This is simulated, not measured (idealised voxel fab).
process module | voxel released beams
cross-section cut | 155 nm wide | cells 5 nm
A cross-section is a grid of square cells, given in bands from the top down. A band is one or more rows of cells.
Each band's line starts with the height of the band's top and of its bottom, in nm. Then come its materials from left to right, each with its width in nm. One material with "throughout" fills the band from edge to edge. "air" is empty space.
Height 0 is the level under which the wafer as received is all one material. The lowest band goes on downwards, as in "0 down".
A width such as "30 to 40" changes by the same amount from each row of cells to the next, from the band's top row to its bottom row.
"no change" after a step means that no cell of the cross-section changed.
closed voids: empty space of 8 cells or more with no open way to the top, each as width x height at its distance from the left edge, in nm
after a step's settings: what the simulator itself notes on the step
overlay nm, on a step with a mask: how far to the right of its planned place the mask lay; to the left if negative
plan
1 op RECEIVE | material Si
2 op CONFORMAL_DEP | material SiN | thk nm 5
3 op DIRECTIONAL_DEP | material SiO2 | thk nm 15
4 op MASKED_ETCH | tone open | mask id ANCHOR | width nm 35 | etch materials SiO2 | depth nm 15 | overlay nm 0
5 op CONFORMAL_DEP | material W | thk nm 15
6 op DIRECTIONAL_DEP | material aC | thk nm 15
7 op PATTERN | tone cover | mask id BEAM | material resist | width nm 90 | thk nm 30 | overlay nm 0
8 op DIRECTIONAL_ETCH | etch materials aC | depth nm 15
9 op STRIP | etch materials resist
10 op DIRECTIONAL_ETCH | etch materials W | depth nm 15
11 op STRIP | etch materials aC
12 op STRIP | etch materials SiO2
as received, after step 1
  0 down: Si throughout
  closed voids: none
a wafer at the end: this start, this plan, one mistake
  35 to 20: air 30 | W 20 | air 5 | W 70 | air 30
  20 to 5: air 35 | W 35 | air 85
  5 to 0: SiN throughout
  0 down: Si throughout
  closed voids: none
what went wrong: step 7 ran as: op PATTERN | tone cover | mask id BEAM | material resist | width nm 95 | thk nm 30 | overlay nm 0
